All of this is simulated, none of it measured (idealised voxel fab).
Proc. module: voxel transistor to metal
Section shown: cut. Width: 210 nm. Cell size: 5 nm, square.
This document writes a cross-section as a grid whose cells are square, and gives it as bands, listed from the top down; one or more rows of cells form a band.
For a band, the entry starts with two heights in nm, that of the top and then that of the bottom, and carries on with the band's materials in order from left to right, each alongside its width in nm; the word "throughout" beside a single material means it fills the band edge to edge, and "blank" means empty space.
Height 0 is the level under which the wafer as received is all one material. The lowest band goes on downwards, as in "0 down".
Width "30..40": first value at the band's top row of cells, second value at its bottom row, equal change from row to row.
"nothing altered" means the step left every cell of the cross-section as it was.
Entry "Voids lacking openings". Content: empty spaces with no open connection to the top, size 8 cells or greater. Each: width x height at distance. Distance: from left edge. Unit: nm.
What comes after the settings on a step's line is commentary from the simulator itself on that step.
overlay nm: where the mask lay relative to plan, measured to the right, on steps with a mask; negatives go left.
Reading key. Pairs: pre-step and post-step cross-section, one process step apart; post-step view only to lowest changed band. Step between + settings: beneath pair. Runs: pairs may be from different runs of this module, same starting wafer. Continuation from pair above: only where "State on entry" entry says.

STATE ON ENTRY
    30 to 15  45 nm SiO2 / 20 nm blank / 75 nm SiO2 / 20 nm blank / 50 nm SiO2
    15 to 5  45 nm SiO2 / 20 nm blank / 10 nm SiO2 / 5 nm SiN / 5 nm HfO2 / 5 nm TiN / 25 nm W / 5 nm TiN / 5 nm HfO2 / 5 nm SiN / 10 nm SiO2 / 20 nm blank / 50 nm SiO2
    5 to 0  35 nm SiO2 / 5 nm SiN / 5 nm SiO2 / 20 nm blank / 10 nm SiO2 / 5 nm SiN / 5 nm HfO2 / 35 nm TiN / 5 nm HfO2 / 5 nm SiN / 10 nm SiO2 / 20 nm blank / 5 nm SiO2 / 5 nm SiN / 40 nm SiO2
    0 to -5  40 nm SiO2 / 35 nm pSi / 5 nm SiO2 / 45 nm HfO2 / 5 nm SiO2 / 35 nm pSi / 45 nm SiO2
    -5 to -55  40 nm SiO2 / 125 nm Si / 45 nm SiO2
    -55 down  Si throughout
    Voids lacking openings: none

STEP OUTCOME
    35 to 30  50 nm TiN / 10 nm blank / 85 nm TiN / 10 nm blank / 55 nm TiN
    30 to 15  45 nm SiO2 / 5 nm TiN / 10 nm blank / 5 nm TiN / 75 nm SiO2 / 5 nm TiN / 10 nm blank / 5 nm TiN / 50 nm SiO2
    15 to 5  45 nm SiO2 / 5 nm TiN / 10 nm blank / 5 nm TiN / 10 nm SiO2 / 5 nm SiN / 5 nm HfO2 / 5 nm TiN / 25 nm W / 5 nm TiN / 5 nm HfO2 / 5 nm SiN / 10 nm SiO2 / 5 nm TiN / 10 nm blank / 5 nm TiN / 50 nm SiO2
    5 to 0  35 nm SiO2 / 5 nm SiN / 5 nm SiO2 / 20 nm TiN / 10 nm SiO2 / 5 nm SiN / 5 nm HfO2 / 35 nm TiN / 5 nm HfO2 / 5 nm SiN / 10 nm SiO2 / 20 nm TiN / 5 nm SiO2 / 5 nm SiN / 40 nm SiO2
    Below 0, the layers are the same as they were.
    Voids lacking openings: none
The step that takes the structure from the upper cross-section to the lower one is CONFORMAL_DEP: material TiN, thk nm 5

State on entry: as in the pair right above, post-step view.

STEP OUTCOME
    45 to 35  W throughout
    35 to 30  50 nm TiN / 10 nm W / 85 nm TiN / 10 nm W / 55 nm TiN
    30 to 15  45 nm SiO2 / 5 nm TiN / 10 nm W / 5 nm TiN / 75 nm SiO2 / 5 nm TiN / 10 nm W / 5 nm TiN / 50 nm SiO2
    15 to 5  45 nm SiO2 / 5 nm TiN / 10 nm W / 5 nm TiN / 10 nm SiO2 / 5 nm SiN / 5 nm HfO2 / 5 nm TiN / 25 nm W / 5 nm TiN / 5 nm HfO2 / 5 nm SiN / 10 nm SiO2 / 5 nm TiN / 10 nm W / 5 nm TiN / 50 nm SiO2
    Below 5, the layers are the same as they were.
    Voids lacking openings: none
The step that takes the structure from the upper cross-section to the lower one is FILL_DEP: material W, thk nm 10

State on entry: as in the pair right above, post-step view.

STEP OUTCOME
    30 to 15  45 nm SiO2 / 5 nm TiN / 10 nm W / 5 nm TiN / 75 nm SiO2 / 5 nm TiN / 10 nm W / 5 nm TiN / 50 nm SiO2
    Below 15, the layers are the same as they were.
    Voids lacking openings: none
The step that takes the structure from the upper cross-section to the lower one is CMP: height nm 30

State on entry: as in the pair right above, post-step view.

STEP OUTCOME
    35 to 30  SiN throughout
    Below 30, the layers are the same as they were.
    Voids lacking openings: none
The step that takes the structure from the upper cross-section to the lower one is CONFORMAL_DEP: material SiN, thk nm 5

State on entry: as in the pair right above, post-step view.

STEP OUTCOME
    50 to 35  SiO2 throughout
    Below 35, the layers are the same as they were.
    Voids lacking openings: none
The step that takes the structure from the upper cross-section to the lower one is DIRECTIONAL_DEP: material SiO2, thk nm 15

State on entry: as in the pair right above, post-step view.

STEP OUTCOME
    70 to 50  45 nm resist / 20 nm blank / 75 nm resist / 20 nm blank / 50 nm resist
    Below 50, the layers are the same as they were.
    Voids lacking openings: none
The step that takes the structure from the upper cross-section to the lower one is PATTERN: tone open, mask id METAL_1, material resist, width nm 20, pitch nm 95, thk nm 20, overlay nm 0

State on entry: as in the pair right above, post-step view.

STEP OUTCOME
    70 to 50  45 nm resist / 20 nm blank / 75 nm resist / 20 nm blank / 50 nm resist
    50 to 35  45 nm SiO2 / 20 nm blank / 75 nm SiO2 / 20 nm blank / 50 nm SiO2
    Below 35, the layers are the same as they were.
    Voids lacking openings: none
The step that takes the structure from the upper cross-section to the lower one is DIRECTIONAL_ETCH: etch materials SiO2, depth nm 15

State on entry: as in the pair right above, post-step view.

STEP OUTCOME
    70 to 50  45 nm resist / 20 nm blank / 75 nm resist / 20 nm blank / 50 nm resist
    50 to 35  45 nm SiO2 / 20 nm blank / 75 nm SiO2 / 20 nm blank / 50 nm SiO2
    35 to 30  45 nm SiN / 20 nm blank / 75 nm SiN / 20 nm blank / 50 nm SiN
    Below 30, the layers are the same as they were.
    Voids lacking openings: none
The step that takes the structure from the upper cross-section to the lower one is DIRECTIONAL_ETCH: etch materials SiN, depth nm 5

State on entry: as in the pair right above, post-step view.

STEP OUTCOME
    50 to 35  45 nm SiO2 / 20 nm blank / 75 nm SiO2 / 20 nm blank / 50 nm SiO2
    Below 35, the layers are the same as they were.
    Voids lacking openings: none
The step that takes the structure from the upper cross-section to the lower one is STRIP: etch materials resist

State on entry: as in the pair right above, post-step view.

STEP OUTCOME
    55 to 50  50 nm TiN / 10 nm blank / 85 nm TiN / 10 nm blank / 55 nm TiN
    50 to 35  45 nm SiO2 / 5 nm TiN / 10 nm blank / 5 nm TiN / 75 nm SiO2 / 5 nm TiN / 10 nm blank / 5 nm TiN / 50 nm SiO2
    35 to 30  45 nm SiN / 20 nm TiN / 75 nm SiN / 20 nm TiN / 50 nm SiN
    Below 30, the layers are the same as they were.
    Voids lacking openings: none
The step that takes the structure from the upper cross-section to the lower one is CONFORMAL_DEP: material TiN, thk nm 5

State on entry: as in the pair right above, post-step view.

STEP OUTCOME
    65 to 55  Cu throughout
    55 to 50  50 nm TiN / 10 nm Cu / 85 nm TiN / 10 nm Cu / 55 nm TiN
    50 to 35  45 nm SiO2 / 5 nm TiN / 10 nm Cu / 5 nm TiN / 75 nm SiO2 / 5 nm TiN / 10 nm Cu / 5 nm TiN / 50 nm SiO2
    Below 35, the layers are the same as they were.
    Voids lacking openings: none
The step that takes the structure from the upper cross-section to the lower one is FILL_DEP: material Cu, thk nm 10

State on entry: as in the pair right above, post-step view.

STEP OUTCOME
    50 to 35  45 nm SiO2 / 5 nm TiN / 10 nm Cu / 5 nm TiN / 75 nm SiO2 / 5 nm TiN / 10 nm Cu / 5 nm TiN / 50 nm SiO2
    Below 35, the layers are the same as they were.
    Voids lacking openings: none
The step that takes the structure from the upper cross-section to the lower one is CMP: height nm 50

State on entry: as in the pair right above, post-step view.

STEP OUTCOME
    55 to 50  40 nm blank / 30 nm Ru / 65 nm blank / 30 nm Ru / 45 nm blank
    Below 50, the layers are the same as they were.
    Voids lacking openings: none
The step that takes the structure from the upper cross-section to the lower one is EPI: material Ru, thk nm 5

State on entry: as in the pair right above, post-step view.

STEP OUTCOME
    60 to 55  SiCN throughout
    55 to 50  40 nm SiCN / 30 nm Ru / 65 nm SiCN / 30 nm Ru / 45 nm SiCN
    Below 50, the layers are the same as they were.
    Voids lacking openings: none
The step that takes the structure from the upper cross-section to the lower one is FILL_DEP: material SiCN, thk nm 5

STATE ON ENTRY
    30 to 15  45 nm SiO2 / 5 nm TiN / 10 nm W / 5 nm TiN / 75 nm SiO2 / 5 nm TiN / 10 nm W / 5 nm TiN / 50 nm SiO2
    15 to 5  45 nm SiO2 / 5 nm TiN / 10 nm W / 5 nm TiN / 10 nm SiO2 / 5 nm SiN / 5 nm HfO2 / 5 nm TiN / 25 nm W / 5 nm TiN / 5 nm HfO2 / 5 nm SiN / 10 nm SiO2 / 5 nm TiN / 10 nm W / 5 nm TiN / 50 nm SiO2
    5 to 0  35 nm SiO2 / 5 nm SiN / 5 nm SiO2 / 20 nm TiN / 10 nm SiO2 / 5 nm SiN / 5 nm HfO2 / 35 nm TiN / 5 nm HfO2 / 5 nm SiN / 10 nm SiO2 / 20 nm TiN / 5 nm SiO2 / 5 nm SiN / 40 nm SiO2
    0 to -5  40 nm SiO2 / 35 nm pSi / 5 nm SiO2 / 45 nm HfO2 / 5 nm SiO2 / 35 nm pSi / 45 nm SiO2
    -5 to -30  40 nm SiO2 / 125 nm Si / 45 nm SiO2
    -30 down  Si throughout
    Voids lacking openings: none

STEP OUTCOME
    45 to 30  SiO2 throughout
    Below 30, the layers are the same as they were.
    Voids lacking openings: none
The step that takes the structure from the upper cross-section to the lower one is DIRECTIONAL_DEP: material SiO2, thk nm 15

State on entry: as in the pair right above, post-step view.

STEP OUTCOME
    50 to 45  SiN throughout
    Below 45, the layers are the same as they were.
    Voids lacking openings: none
The step that takes the structure from the upper cross-section to the lower one is CONFORMAL_DEP: material SiN, thk nm 5

State on entry: as in the pair right above, post-step view.

STEP OUTCOME
    70 to 50  45 nm resist / 20 nm blank / 75 nm resist / 20 nm blank / 50 nm resist
    Below 50, the layers are the same as they were.
    Voids lacking openings: none
The step that takes the structure from the upper cross-section to the lower one is PATTERN: tone open, mask id METAL_1, material resist, width nm 20, pitch nm 95, thk nm 20, overlay nm 0

State on entry: as in the pair right above, post-step view.

STEP OUTCOME
    70 to 50  45 nm resist / 20 nm blank / 75 nm resist / 20 nm blank / 50 nm resist
    50 to 45  45 nm SiN / 20 nm blank / 75 nm SiN / 20 nm blank / 50 nm SiN
    Below 45, the layers are the same as they were.
    Voids lacking openings: none
The step that takes the structure from the upper cross-section to the lower one is DIRECTIONAL_ETCH: etch materials SiN, depth nm 5

State on entry: as in the pair right above, post-step view.

STEP OUTCOME
    50 to 45  45 nm SiN / 20 nm blank / 75 nm SiN / 20 nm blank / 50 nm SiN
    Below 45, the layers are the same as they were.
    Voids lacking openings: none
The step that takes the structure from the upper cross-section to the lower one is STRIP: etch materials resist

State on entry: as in the pair right above, post-step view.

STEP OUTCOME
    55 to 50  50 nm TiN / 10 nm blank / 85 nm TiN / 10 nm blank / 55 nm TiN
    50 to 45  45 nm SiN / 20 nm TiN / 75 nm SiN / 20 nm TiN / 50 nm SiN
    Below 45, the layers are the same as they were.
    Voids lacking openings: none
The step that takes the structure from the upper cross-section to the lower one is CONFORMAL_DEP: material TiN, thk nm 5

State on entry: as in the pair right above, post-step view.

STEP OUTCOME
    65 to 55  Cu throughout
    55 to 50  50 nm TiN / 10 nm Cu / 85 nm TiN / 10 nm Cu / 55 nm TiN
    Below 50, the layers are the same as they were.
    Voids lacking openings: none
The step that takes the structure from the upper cross-section to the lower one is FILL_DEP: material Cu, thk nm 10

State on entry: as in the pair right above, post-step view.

STEP OUTCOME
    50 to 45  45 nm SiN / 20 nm TiN / 75 nm SiN / 20 nm TiN / 50 nm SiN
    Below 45, the layers are the same as they were.
    Voids lacking openings: none
The step that takes the structure from the upper cross-section to the lower one is CMP: height nm 50

State on entry: as in the pair right above, post-step view.

STEP OUTCOME
    55 to 50  40 nm blank / 30 nm Ru / 65 nm blank / 30 nm Ru / 45 nm blank
    Below 50, the layers are the same as they were.
    Voids lacking openings: none
The step that takes the structure from the upper cross-section to the lower one is EPI: material Ru, thk nm 5

State on entry: as in the pair right above, post-step view.

STEP OUTCOME
    60 to 55  SiCN throughout
    55 to 50  40 nm SiCN / 30 nm Ru / 65 nm SiCN / 30 nm Ru / 45 nm SiCN
    Below 50, the layers are the same as they were.
    Voids lacking openings: none
The step that takes the structure from the upper cross-section to the lower one is FILL_DEP: material SiCN, thk nm 5

STATE ON ENTRY
    65 to 55  Cu throughout
    55 to 50  50 nm TiN / 10 nm Cu / 85 nm TiN / 10 nm Cu / 55 nm TiN
    50 to 35  45 nm SiO2 / 5 nm TiN / 10 nm Cu / 5 nm TiN / 75 nm SiO2 / 5 nm TiN / 10 nm Cu / 5 nm TiN / 50 nm SiO2
    35 to 30  45 nm SiN / 20 nm TiN / 75 nm SiN / 20 nm TiN / 50 nm SiN
    30 to 15  45 nm SiO2 / 5 nm TiN / 10 nm W / 5 nm TiN / 75 nm SiO2 / 5 nm TiN / 10 nm W / 5 nm TiN / 50 nm SiO2
    15 to 5  45 nm SiO2 / 5 nm TiN / 10 nm W / 5 nm TiN / 10 nm SiO2 / 5 nm SiN / 5 nm HfO2 / 5 nm TiN / 25 nm W / 5 nm TiN / 5 nm HfO2 / 5 nm SiN / 10 nm SiO2 / 5 nm TiN / 10 nm W / 5 nm TiN / 50 nm SiO2
    5 to 0  35 nm SiO2 / 5 nm SiN / 5 nm SiO2 / 20 nm TiN / 10 nm SiO2 / 5 nm SiN / 5 nm HfO2 / 35 nm TiN / 5 nm HfO2 / 5 nm SiN / 10 nm SiO2 / 20 nm TiN / 5 nm SiO2 / 5 nm SiN / 40 nm SiO2
    0 to -5  40 nm SiO2 / 35 nm pSi / 5 nm SiO2 / 45 nm HfO2 / 5 nm SiO2 / 35 nm pSi / 45 nm SiO2
    -5 to -30  40 nm SiO2 / 125 nm Si / 45 nm SiO2
    -30 down  Si throughout
    Voids lacking openings: none

STEP OUTCOME
    55 to 50  50 nm TiN / 10 nm Cu / 85 nm TiN / 10 nm Cu / 55 nm TiN
    Below 50, the layers are the same as they were.
    Voids lacking openings: none
The step that takes the structure from the upper cross-section to the lower one is CMP: height nm 55

State on entry: as in the pair right above, post-step view.

STEP OUTCOME
    60 to 55  Ru throughout
    Below 55, the layers are the same as they were.
    Voids lacking openings: none
The step that takes the structure from the upper cross-section to the lower one is EPI: material Ru, thk nm 5

State on entry: as in the pair right above, post-step view.

STEP OUTCOME
    65 to 60  SiCN throughout
    Below 60, the layers are the same as they were.
    Voids lacking openings: none
The step that takes the structure from the upper cross-section to the lower one is FILL_DEP: material SiCN, thk nm 5

STATE ON ENTRY
    50 to 35  SiO2 throughout
    35 to 30  SiN throughout
    30 to 15  45 nm SiO2 / 5 nm TiN / 10 nm W / 5 nm TiN / 75 nm SiO2 / 5 nm TiN / 10 nm W / 5 nm TiN / 50 nm SiO2
    15 to 5  45 nm SiO2 / 5 nm TiN / 10 nm W / 5 nm TiN / 10 nm SiO2 / 5 nm SiN / 5 nm HfO2 / 5 nm TiN / 25 nm W / 5 nm TiN / 5 nm HfO2 / 5 nm SiN / 10 nm SiO2 / 5 nm TiN / 10 nm W / 5 nm TiN / 50 nm SiO2
    5 to 0  35 nm SiO2 / 5 nm SiN / 5 nm SiO2 / 20 nm TiN / 10 nm SiO2 / 5 nm SiN / 5 nm HfO2 / 35 nm TiN / 5 nm HfO2 / 5 nm SiN / 10 nm SiO2 / 20 nm TiN / 5 nm SiO2 / 5 nm SiN / 40 nm SiO2
    0 to -5  40 nm SiO2 / 35 nm pSi / 5 nm SiO2 / 45 nm HfO2 / 5 nm SiO2 / 35 nm pSi / 45 nm SiO2
    -5 to -30  40 nm SiO2 / 125 nm Si / 45 nm SiO2
    -30 down  Si throughout
    Voids lacking openings: none

STEP OUTCOME
    70 to 50  50 nm resist / 15 nm blank / 80 nm resist / 15 nm blank / 50 nm resist
    Below 50, the layers are the same as they were.
    Voids lacking openings: none
The step that takes the structure from the upper cross-section to the lower one is PATTERN: tone open, mask id METAL_1, material resist, width nm 15, pitch nm 95, thk nm 20, overlay nm 0

State on entry: as in the pair right above, post-step view.

STEP OUTCOME
    70 to 50  50 nm resist / 15 nm blank / 80 nm resist / 15 nm blank / 50 nm resist
    50 to 35  50 nm SiO2 / 15 nm blank / 80 nm SiO2 / 15 nm blank / 50 nm SiO2
    Below 35, the layers are the same as they were.
    Voids lacking openings: none
The step that takes the structure from the upper cross-section to the lower one is DIRECTIONAL_ETCH: etch materials SiO2, depth nm 15

State on entry: as in the pair right above, post-step view.

STEP OUTCOME
    70 to 50  50 nm resist / 15 nm blank / 80 nm resist / 15 nm blank / 50 nm resist
    50 to 35  50 nm SiO2 / 15 nm blank / 80 nm SiO2 / 15 nm blank / 50 nm SiO2
    35 to 30  50 nm SiN / 15 nm blank / 80 nm SiN / 15 nm blank / 50 nm SiN
    Below 30, the layers are the same as they were.
    Voids lacking openings: none
The step that takes the structure from the upper cross-section to the lower one is DIRECTIONAL_ETCH: etch materials SiN, depth nm 5

State on entry: as in the pair right above, post-step view.

STEP OUTCOME
    50 to 35  50 nm SiO2 / 15 nm blank / 80 nm SiO2 / 15 nm blank / 50 nm SiO2
    Below 35, the layers are the same as they were.
    Voids lacking openings: none
The step that takes the structure from the upper cross-section to the lower one is STRIP: etch materials resist

State on entry: as in the pair right above, post-step view.

STEP OUTCOME
    55 to 50  55 nm TiN / 5 nm blank / 90 nm TiN / 5 nm blank / 55 nm TiN
    50 to 35  50 nm SiO2 / 5 nm TiN / 5 nm blank / 5 nm TiN / 80 nm SiO2 / 5 nm TiN / 5 nm blank / 5 nm TiN / 50 nm SiO2
    35 to 30  50 nm SiN / 15 nm TiN / 80 nm SiN / 15 nm TiN / 50 nm SiN
    Below 30, the layers are the same as they were.
    Voids lacking openings: none
The step that takes the structure from the upper cross-section to the lower one is CONFORMAL_DEP: material TiN, thk nm 5

State on entry: as in the pair right above, post-step view.

STEP OUTCOME
    65 to 55  Cu throughout
    55 to 50  55 nm TiN / 5 nm Cu / 90 nm TiN / 5 nm Cu / 55 nm TiN
    50 to 35  50 nm SiO2 / 5 nm TiN / 5 nm Cu / 5 nm TiN / 80 nm SiO2 / 5 nm TiN / 5 nm Cu / 5 nm TiN / 50 nm SiO2
    Below 35, the layers are the same as they were.
    Voids lacking openings: none
The step that takes the structure from the upper cross-section to the lower one is FILL_DEP: material Cu, thk nm 10

State on entry: as in the pair right above, post-step view.

STEP OUTCOME
    50 to 35  50 nm SiO2 / 5 nm TiN / 5 nm Cu / 5 nm TiN / 80 nm SiO2 / 5 nm TiN / 5 nm Cu / 5 nm TiN / 50 nm SiO2
    Below 35, the layers are the same as they were.
    Voids lacking openings: none
The step that takes the structure from the upper cross-section to the lower one is CMP: height nm 50

State on entry: as in the pair right above, post-step view.

STEP OUTCOME
    55 to 50  45 nm blank / 25 nm Ru / 70 nm blank / 25 nm Ru / 45 nm blank
    Below 50, the layers are the same as they were.
    Voids lacking openings: none
The step that takes the structure from the upper cross-section to the lower one is EPI: material Ru, thk nm 5

State on entry: as in the pair right above, post-step view.

STEP OUTCOME
    60 to 55  SiCN throughout
    55 to 50  45 nm SiCN / 25 nm Ru / 70 nm SiCN / 25 nm Ru / 45 nm SiCN
    Below 50, the layers are the same as they were.
    Voids lacking openings: none
The step that takes the structure from the upper cross-section to the lower one is FILL_DEP: material SiCN, thk nm 5

STATE ON ENTRY
    50 to 45  30 nm aC / 145 nm blank / 35 nm aC
    45 to 40  aC throughout
    40 to 35  30 nm SiCN / 145 nm aC / 35 nm SiCN
    35 to 25  SiCN throughout
    25 to 20  30 nm polySi / 145 nm SiCN / 35 nm polySi
    20 to 5  polySi throughout
    5 to 0  30 nm SiO2 / 145 nm polySi / 35 nm SiO2
    0 to -5  SiO2 throughout
    -5 to -30  40 nm SiO2 / 125 nm Si / 45 nm SiO2
    -30 down  Si throughout
    Voids lacking openings: none

STEP OUTCOME
    75 to 50  75 nm blank / 35 nm resist / 100 nm blank
    50 to 45  30 nm aC / 45 nm blank / 35 nm resist / 65 nm blank / 35 nm aC
    Below 45, the layers are the same as they were.
    Voids lacking openings: none
The step that takes the structure from the upper cross-section to the lower one is PATTERN: tone cover, mask id GATE, material resist, width nm 35, thk nm 25, overlay nm -10

State on entry: as in the pair right above, post-step view.

STEP OUTCOME
    65 to 45  75 nm blank / 35 nm resist / 100 nm blank
    45 to 40  75 nm blank / 35 nm aC / 100 nm blank
    40 to 35  30 nm SiCN / 45 nm blank / 35 nm aC / 65 nm blank / 35 nm SiCN
    Below 35, the layers are the same as they were.
    Voids lacking openings: none
The step that takes the structure from the upper cross-section to the lower one is DIRECTIONAL_ETCH: etch materials aC, depth nm 10

State on entry: as in the pair right above, post-step view.

STEP OUTCOME
    45 to 40  75 nm blank / 35 nm aC / 100 nm blank
    Below 40, the layers are the same as they were.
    Voids lacking openings: none
The step that takes the structure from the upper cross-section to the lower one is STRIP: etch materials resist

State on entry: as in the pair right above, post-step view.

STEP OUTCOME
    45 to 35  75 nm blank / 35 nm aC / 100 nm blank
    35 to 25  75 nm blank / 35 nm SiCN / 100 nm blank
    25 to 20  30 nm polySi / 45 nm blank / 35 nm SiCN / 65 nm blank / 35 nm polySi
    Below 20, the layers are the same as they were.
    Voids lacking openings: none
The step that takes the structure from the upper cross-section to the lower one is DIRECTIONAL_ETCH: etch materials SiCN, depth nm 25

State on entry: as in the pair right above, post-step view.

STEP OUTCOME
    45 to 35  75 nm blank / 35 nm aC / 100 nm blank
    35 to 20  75 nm blank / 35 nm SiCN / 100 nm blank
    20 to 5  75 nm blank / 35 nm polySi / 100 nm blank
    5 to 0  30 nm SiO2 / 45 nm blank / 35 nm polySi / 65 nm blank / 35 nm SiO2
    Below 0, the layers are the same as they were.
    Voids lacking openings: none
The step that takes the structure from the upper cross-section to the lower one is DIRECTIONAL_ETCH: etch materials polySi, depth nm 30

State on entry: as in the pair right above, post-step view.

STEP OUTCOME
    35 to 20  75 nm blank / 35 nm SiCN / 100 nm blank
    Below 20, the layers are the same as they were.
    Voids lacking openings: none
The step that takes the structure from the upper cross-section to the lower one is STRIP: etch materials aC

State on entry: as in the pair right above, post-step view.

STEP OUTCOME
    40 to 35  70 nm blank / 45 nm SiO2 / 95 nm blank
    35 to 20  70 nm blank / 5 nm SiO2 / 35 nm SiCN / 5 nm SiO2 / 95 nm blank
    20 to 10  70 nm blank / 5 nm SiO2 / 35 nm polySi / 5 nm SiO2 / 95 nm blank
    10 to 5  35 nm SiO2 / 35 nm blank / 5 nm SiO2 / 35 nm polySi / 5 nm SiO2 / 55 nm blank / 40 nm SiO2
    5 to 0  75 nm SiO2 / 35 nm polySi / 100 nm SiO2
    Below 0, the layers are the same as they were.
    Voids lacking openings: none
The step that takes the structure from the upper cross-section to the lower one is CONFORMAL_DEP: material SiO2, thk nm 5

State on entry: as in the pair right above, post-step view.

STEP OUTCOME
    35 to 20  70 nm blank / 5 nm SiO2 / 35 nm SiCN / 5 nm SiO2 / 95 nm blank
    20 to 5  70 nm blank / 5 nm SiO2 / 35 nm polySi / 5 nm SiO2 / 95 nm blank
    5 to 0  35 nm SiO2 / 35 nm blank / 5 nm SiO2 / 35 nm polySi / 5 nm SiO2 / 55 nm blank / 40 nm SiO2
    Below 0, the layers are the same as they were.
    Voids lacking openings: none
The step that takes the structure from the upper cross-section to the lower one is DIRECTIONAL_ETCH: etch materials SiO2, depth nm 5

State on entry: as in the pair right above, post-step view.

STEP OUTCOME
    40 to 35  65 nm blank / 55 nm SiN / 90 nm blank
    35 to 20  65 nm blank / 5 nm SiN / 5 nm SiO2 / 35 nm SiCN / 5 nm SiO2 / 5 nm SiN / 90 nm blank
    20 to 10  65 nm blank / 5 nm SiN / 5 nm SiO2 / 35 nm polySi / 5 nm SiO2 / 5 nm SiN / 90 nm blank
    10 to 5  40 nm SiN / 25 nm blank / 5 nm SiN / 5 nm SiO2 / 35 nm polySi / 5 nm SiO2 / 5 nm SiN / 45 nm blank / 45 nm SiN
    5 to 0  35 nm SiO2 / 35 nm SiN / 5 nm SiO2 / 35 nm polySi / 5 nm SiO2 / 55 nm SiN / 40 nm SiO2
    Below 0, the layers are the same as they were.
    Voids lacking openings: none
The step that takes the structure from the upper cross-section to the lower one is CONFORMAL_DEP: material SiN, thk nm 5

State on entry: as in the pair right above, post-step view.

STEP OUTCOME
    35 to 20  65 nm blank / 5 nm SiN / 5 nm SiO2 / 35 nm SiCN / 5 nm SiO2 / 5 nm SiN / 90 nm blank
    20 to 5  65 nm blank / 5 nm SiN / 5 nm SiO2 / 35 nm polySi / 5 nm SiO2 / 5 nm SiN / 90 nm blank
    5 to 0  35 nm SiO2 / 5 nm SiN / 25 nm blank / 5 nm SiN / 5 nm SiO2 / 35 nm polySi / 5 nm SiO2 / 5 nm SiN / 45 nm blank / 5 nm SiN / 40 nm SiO2
    Below 0, the layers are the same as they were.
    Voids lacking openings: none
The step that takes the structure from the upper cross-section to the lower one is DIRECTIONAL_ETCH: etch materials SiN, depth nm 5

State on entry: as in the pair right above, post-step view.

STEP OUTCOME
    35 to 30  65 nm blank / 5 nm SiN / 5 nm blank / 35 nm SiCN / 5 nm blank / 5 nm SiN / 90 nm blank
    30 to 20  65 nm blank / 5 nm SiN / 5 nm SiO2 / 35 nm SiCN / 5 nm SiO2 / 5 nm SiN / 90 nm blank
    20 to 5  65 nm blank / 5 nm SiN / 5 nm SiO2 / 35 nm polySi / 5 nm SiO2 / 5 nm SiN / 90 nm blank
    5 to 0  35 nm blank / 5 nm SiN / 25 nm blank / 5 nm SiN / 5 nm SiO2 / 35 nm polySi / 5 nm SiO2 / 5 nm SiN / 45 nm blank / 5 nm SiN / 40 nm blank
    0 to -5  40 nm SiO2 / 25 nm blank / 55 nm SiO2 / 45 nm blank / 45 nm SiO2
    Below -5, the layers are the same as they were.
    Voids lacking openings: none
The step that takes the structure from the upper cross-section to the lower one is DIRECTIONAL_ETCH: etch materials SiO2, depth nm 5

State on entry: as in the pair right above, post-step view.

STEP OUTCOME
    35 to 30  65 nm blank / 5 nm SiN / 5 nm blank / 35 nm SiCN / 5 nm blank / 5 nm SiN / 90 nm blank
    30 to 20  65 nm blank / 5 nm SiN / 5 nm SiO2 / 35 nm SiCN / 5 nm SiO2 / 5 nm SiN / 90 nm blank
    20 to 5  65 nm blank / 5 nm SiN / 5 nm SiO2 / 35 nm polySi / 5 nm SiO2 / 5 nm SiN / 90 nm blank
    5 to 0  35 nm blank / 5 nm SiN / 25 nm blank / 5 nm SiN / 5 nm SiO2 / 35 nm polySi / 5 nm SiO2 / 5 nm SiN / 45 nm blank / 5 nm SiN / 40 nm blank
    0 to -5  40 nm SiO2 / 25 nm pSi / 55 nm SiO2 / 45 nm pSi / 45 nm SiO2
    Below -5, the layers are the same as they were.
    Voids lacking openings: none
The step that takes the structure from the upper cross-section to the lower one is EPI: material pSi, thk nm 5

State on entry: as in the pair right above, post-step view.

STEP OUTCOME
    45 to 35  SiO2 throughout
    35 to 20  65 nm SiO2 / 5 nm SiN / 5 nm SiO2 / 35 nm SiCN / 5 nm SiO2 / 5 nm SiN / 90 nm SiO2
    20 to 5  65 nm SiO2 / 5 nm SiN / 5 nm SiO2 / 35 nm polySi / 5 nm SiO2 / 5 nm SiN / 90 nm SiO2
    5 to 0  35 nm SiO2 / 5 nm SiN / 25 nm SiO2 / 5 nm SiN / 5 nm SiO2 / 35 nm polySi / 5 nm SiO2 / 5 nm SiN / 45 nm SiO2 / 5 nm SiN / 40 nm SiO2
    Below 0, the layers are the same as they were.
    Voids lacking openings: none
The step that takes the structure from the upper cross-section to the lower one is FILL_DEP: material SiO2, thk nm 10

State on entry: as in the pair right above, post-step view.

STEP OUTCOME
    20 to 5  65 nm SiO2 / 5 nm SiN / 5 nm SiO2 / 35 nm polySi / 5 nm SiO2 / 5 nm SiN / 90 nm SiO2
    Below 5, the layers are the same as they were.
    Voids lacking openings: none
The step that takes the structure from the upper cross-section to the lower one is CMP: height nm 20

State on entry: as in the pair right above, post-step view.

STEP OUTCOME
    20 to 5  65 nm SiO2 / 5 nm SiN / 5 nm SiO2 / 35 nm blank / 5 nm SiO2 / 5 nm SiN / 90 nm SiO2
    5 to 0  35 nm SiO2 / 5 nm SiN / 25 nm SiO2 / 5 nm SiN / 5 nm SiO2 / 35 nm blank / 5 nm SiO2 / 5 nm SiN / 45 nm SiO2 / 5 nm SiN / 40 nm SiO2
    Below 0, the layers are the same as they were.
    Voids lacking openings: none
The step that takes the structure from the upper cross-section to the lower one is STRIP: etch materials polySi

State on entry: as in the pair right above, post-step view.

STEP OUTCOME
    20 to 15  65 nm blank / 5 nm SiN / 45 nm blank / 5 nm SiN / 90 nm blank
    15 to 5  65 nm SiO2 / 5 nm SiN / 45 nm blank / 5 nm SiN / 90 nm SiO2
    5 to 0  35 nm SiO2 / 5 nm SiN / 25 nm SiO2 / 5 nm SiN / 45 nm blank / 5 nm SiN / 45 nm SiO2 / 5 nm SiN / 40 nm SiO2
    0 to -5  40 nm SiO2 / 25 nm pSi / 5 nm SiO2 / 45 nm blank / 5 nm SiO2 / 45 nm pSi / 45 nm SiO2
    Below -5, the layers are the same as they were.
    Voids lacking openings: none
The step that takes the structure from the upper cross-section to the lower one is SELECTIVE_ETCH: etch materials SiO2, depth nm 5
